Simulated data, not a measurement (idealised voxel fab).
Process module name: voxel wiring stack
Shown is cross-section cut, with a width of 280 nm and square cells of size 5 nm.
Bands, listed from the top down, are how a cross-section gets written in this document; the cross-section itself is a grid of square cells, and a band is one or more rows of them.
Within each band entry, the heights of the top and of the bottom of the band appear first, in that order and in nm; the materials of the band then follow from left to right, each with its corresponding width in nm. The designation "edge to edge" on a single material indicates that it fills the band from edge to edge; the designation "empty" indicates empty space.
Below 0: as-received wafer, all one material; heights counted from there. Lowest band: no bottom, goes on down, written "0 down".
Graded width ("30 to 40"): value in top row of band = first number; value in bottom row = second number; row-to-row change constant.
You'll sometimes find "no modifications" written for a step, and that's the way of saying that nowhere in the cross-section did a cell change during that step.
Reported under the label "Unvented cavities" are the empty spaces having no open way to the top and comprising 8 cells or more; the notation for each is width x height at distance, in which the distance is measured from the left edge and all three values are in nm.
That trailing text on a step's line, after the settings, is the simulator's own remark on the step.
If you see "overlay nm" on a step's line and that step has a mask, it's telling you how far right of where it was planned the mask ended up; a negative number means it went left instead.

### Intended process steps
step 1: RECEIVE, material Si
step 2: CONFORMAL_DEP, material SiO2, thk nm 10
step 3: CONFORMAL_DEP, material SiN, thk nm 5
step 4: DIRECTIONAL_DEP, material lowk, thk nm 25
step 5: PATTERN, tone open, mask id METAL_1, material resist, width nm 30, pitch nm 60, thk nm 15, overlay nm 0
step 6: DIRECTIONAL_ETCH, etch materials lowk, depth nm 25
step 7: DIRECTIONAL_ETCH, etch materials SiN, depth nm 5
step 8: STRIP, etch materials resist
step 9: CONFORMAL_DEP, material TiN, thk nm 5
step 10: FILL_DEP, material W, thk nm 5
step 11: CMP, height nm 40
step 12: CONFORMAL_DEP, material SiCN, thk nm 5
step 13: DIRECTIONAL_DEP, material lowk, thk nm 20
step 14: DIRECTIONAL_DEP, material aC, thk nm 15
step 15: PATTERN, tone open, mask id PLUG_1, material resist, width nm 15, pitch nm 120, thk nm 30, overlay nm 0
step 16: DIRECTIONAL_ETCH, etch materials aC, depth nm 15
step 17: STRIP, etch materials resist
step 18: DIRECTIONAL_ETCH, etch materials lowk, depth nm 20
step 19: DIRECTIONAL_ETCH, etch materials SiCN, depth nm 5
step 20: STRIP, etch materials aC
step 21: EPI, material Ru, thk nm 10
step 22: EPI, material Ru, thk nm 10
step 23: EPI, material Ru, thk nm 5
step 24: CONFORMAL_DEP, material SiCN, thk nm 5
step 25: DIRECTIONAL_DEP, material lowk, thk nm 25
step 26: MASKED_ETCH, tone open, mask id METAL_2, width nm 30, pitch nm 60, etch materials lowk, depth nm 25, overlay nm 0
step 27: MASKED_ETCH, tone open, mask id METAL_2, width nm 30, pitch nm 60, etch materials SiCN, depth nm 5, overlay nm 0
step 28: CONFORMAL_DEP, material TiN, thk nm 5
step 29: FILL_DEP, material Cu, thk nm 10
step 30: CMP, height nm 95
step 31: CONFORMAL_DEP, material SiCN, thk nm 5
step 32: DIRECTIONAL_DEP, material SiO2, thk nm 35
step 33: DIRECTIONAL_DEP, material aC, thk nm 10
step 34: PATTERN, tone open, mask id METAL_3, material resist, width nm 30, pitch nm 60, thk nm 30, overlay nm 0
step 35: DIRECTIONAL_ETCH, etch materials aC, depth nm 10
step 36: STRIP, etch materials resist
step 37: DIRECTIONAL_ETCH, etch materials SiO2, depth nm 20
step 38: STRIP, etch materials aC
step 39: PATTERN, tone open, mask id METAL_3_HOLES, material resist, width nm 15, pitch nm 120, thk nm 15, overlay nm 0
step 40: DIRECTIONAL_ETCH, etch materials SiO2, depth nm 15
step 41: DIRECTIONAL_ETCH, etch materials SiCN, depth nm 5
step 42: STRIP, etch materials resist
step 43: CONFORMAL_DEP, material TiN, thk nm 5
step 44: FILL_DEP, material Cu, thk nm 10
step 45: CMP, height nm 135
step 46: CONFORMAL_DEP, material SiN, thk nm 5

### Wafer cross-section on receipt, i.e. after step 1
  0 down: Si edge to edge
  Unvented cavities: none

### As-planned run: cross-section of the first of two wafers at end of module
  140 to 135: SiN edge to edge
  135 to 120: SiO2: 65 / TiN: 5 / Cu: 20 / TiN: 5 / SiO2: 30 / TiN: 5 / Cu: 20 / TiN: 5 / SiO2: 30 / TiN: 5 / Cu: 20 / TiN: 5 / SiO2: 65
  120 to 115: SiO2: 65 / TiN: 5 / Cu: 5 / TiN: 20 / SiO2: 30 / TiN: 30 / SiO2: 30 / TiN: 5 / Cu: 5 / TiN: 20 / SiO2: 65
  115 to 100: SiO2: 65 / TiN: 5 / Cu: 5 / TiN: 5 / SiO2: 105 / TiN: 5 / Cu: 5 / TiN: 5 / SiO2: 80
  100 to 95: SiCN: 65 / TiN: 15 / SiCN: 105 / TiN: 15 / SiCN: 80
  95 to 70: lowk: 65 / TiN: 5 / Cu: 20 / TiN: 5 / lowk: 30 / TiN: 5 / Cu: 20 / TiN: 5 / lowk: 30 / TiN: 5 / Cu: 20 / TiN: 5 / lowk: 65
  70 to 65: SiCN: 65 / TiN: 30 / SiCN: 30 / TiN: 30 / SiCN: 30 / TiN: 30 / SiCN: 65
  65 to 45: lowk: 65 / Ru: 15 / lowk: 105 / Ru: 15 / lowk: 80
  45 to 40: SiCN: 65 / Ru: 15 / SiCN: 105 / Ru: 15 / SiCN: 80
  40 to 15: lowk: 65 / TiN: 5 / W: 20 / TiN: 5 / lowk: 30 / TiN: 5 / W: 20 / TiN: 5 / lowk: 30 / TiN: 5 / W: 20 / TiN: 5 / lowk: 65
  15 to 10: SiN: 65 / TiN: 30 / SiN: 30 / TiN: 30 / SiN: 30 / TiN: 30 / SiN: 65
  10 to 0: SiO2 edge to edge
  0 down: Si edge to edge
  Unvented cavities: none

### Cross-section of the latter of the two wafers at module completion. It had an identical start and an identical plan to the former; in running it, one mistake was made
  140 to 135: SiN edge to edge
  135 to 130: SiO2: 65 / TiN: 5 / Cu: 5 / TiN: 20 / SiO2: 30 / TiN: 30 / SiO2: 30 / TiN: 5 / Cu: 5 / TiN: 20 / SiO2: 65
  130 to 115: SiO2: 65 / TiN: 5 / Cu: 5 / TiN: 5 / SiO2: 105 / TiN: 5 / Cu: 5 / TiN: 5 / SiO2: 80
  115 to 110: SiCN: 65 / TiN: 15 / SiCN: 105 / TiN: 15 / SiCN: 80
  110 to 100: Cu edge to edge
  100 to 95: TiN: 70 / Cu: 20 / TiN: 40 / Cu: 20 / TiN: 40 / Cu: 20 / TiN: 70
  95 to 70: lowk: 65 / TiN: 5 / Cu: 20 / TiN: 5 / lowk: 30 / TiN: 5 / Cu: 20 / TiN: 5 / lowk: 30 / TiN: 5 / Cu: 20 / TiN: 5 / lowk: 65
  70 to 65: SiCN: 65 / TiN: 30 / SiCN: 30 / TiN: 30 / SiCN: 30 / TiN: 30 / SiCN: 65
  65 to 45: lowk: 65 / Ru: 15 / lowk: 105 / Ru: 15 / lowk: 80
  45 to 40: SiCN: 65 / Ru: 15 / SiCN: 105 / Ru: 15 / SiCN: 80
  40 to 15: lowk: 65 / TiN: 5 / W: 20 / TiN: 5 / lowk: 30 / TiN: 5 / W: 20 / TiN: 5 / lowk: 30 / TiN: 5 / W: 20 / TiN: 5 / lowk: 65
  15 to 10: SiN: 65 / TiN: 30 / SiN: 30 / TiN: 30 / SiN: 30 / TiN: 30 / SiN: 65
  10 to 0: SiO2 edge to edge
  0 down: Si edge to edge
  Unvented cavities: none
Here's what went sideways: heads up, step 30 of the plan was skipped and never actually ran
FYI, end of process, the second wafer has more or fewer cells of some materials than the first: Cu: 88 more, SiO2: 114 fewer, TiN: 26 more
